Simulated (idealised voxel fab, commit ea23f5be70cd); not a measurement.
Process module heading - voxel spacer lines
Square cells of 5 nm make up the cross-section cut, whose width is 190 nm.
Just so we're on the same page, the cross-sections are grids of square cells, and they're listed out in bands top to bottom, each band one or more rows deep.
Band: top and bottom heights (nm) first, top before bottom; then materials from left to right, widths in nm. "everywhere" marks a sole material filling the band edge to edge. "empty" denotes empty space.
Note: height 0 marks the level under which the wafer is uniformly one material as received. Lowest band unbounded below, written "z 0 and below".
It should be noted that a width expressed as "30 to 40" varies in equal increments from row to row of cells within the band, taking the value of the first number at the top row and that of the second number at the bottom row.
When a step is marked "no modifications", none of the cells in the cross-section changed during that step.
Unvented voids: empty space of 8 cells or more with no open way to the top, each as width x height at its distance from the left edge, in nm
On a step's line, text after the settings is the simulator commenting on that step.
What "overlay nm" on a step's line means: if the step has a mask, that mask lay this far to the right of its planned place, or, when the value is negative, to the left.
SET OUT BELOW ARE THE PLANNED STEPS OF THE PROCESS
1) RECEIVE: material Si
2) CONFORMAL_DEP: material Al2O3, thk nm 10
3) DIRECTIONAL_DEP: material TiN, thk nm 10
4) DIRECTIONAL_DEP: material aC, thk nm 30
5) PATTERN: tone cover, mask id MANDREL, material resist, width nm 15, pitch nm 50, thk nm 40, overlay nm -15
6) DIRECTIONAL_ETCH: etch materials aC, depth nm 30
7) STRIP: etch materials resist
8) CONFORMAL_DEP: material SiN, thk nm 10
9) DIRECTIONAL_ETCH: etch materials SiN, depth nm 10
10) STRIP: etch materials aC
11) DIRECTIONAL_ETCH: etch materials TiN, depth nm 10
12) STRIP: etch materials SiN
Where the wafers of this document differ is in the overlay nm of step 5; they start out the same, and the plan states the value that applied to the first wafer.
AS-RECEIVED STATE AFTER STEP 1, FIRST OF SEVERAL WAFERS, CROSS-SECTION
    z 0 and below | Si everywhere
    Unvented voids: none
HERE IS HOW TO READ THE ROWS: EVERY WAFER HAS A ROW, AND IT SHOWS THE WAFER AT THE END OF THE MODULE, GIVING FOR EACH MATERIAL HOW MANY CELLS WERE GAINED (+) OR LOST (-) SINCE THE WAFER WAS RECEIVED, THEN LISTING ITS CLOSED VOIDS
overlay nm -15, +76 Al2O3, +16 TiN, Unvented voids: none
overlay nm -10, +76 Al2O3, +16 TiN, Unvented voids: none
overlay nm -5, +76 Al2O3, +16 TiN, Unvented voids: none
overlay nm 0, +76 Al2O3, +16 TiN, Unvented voids: none
overlay nm 5, +76 Al2O3, +16 TiN, Unvented voids: none
overlay nm 10, +76 Al2O3, +16 TiN, Unvented voids: none
overlay nm 15, +76 Al2O3, +16 TiN, Unvented voids: none
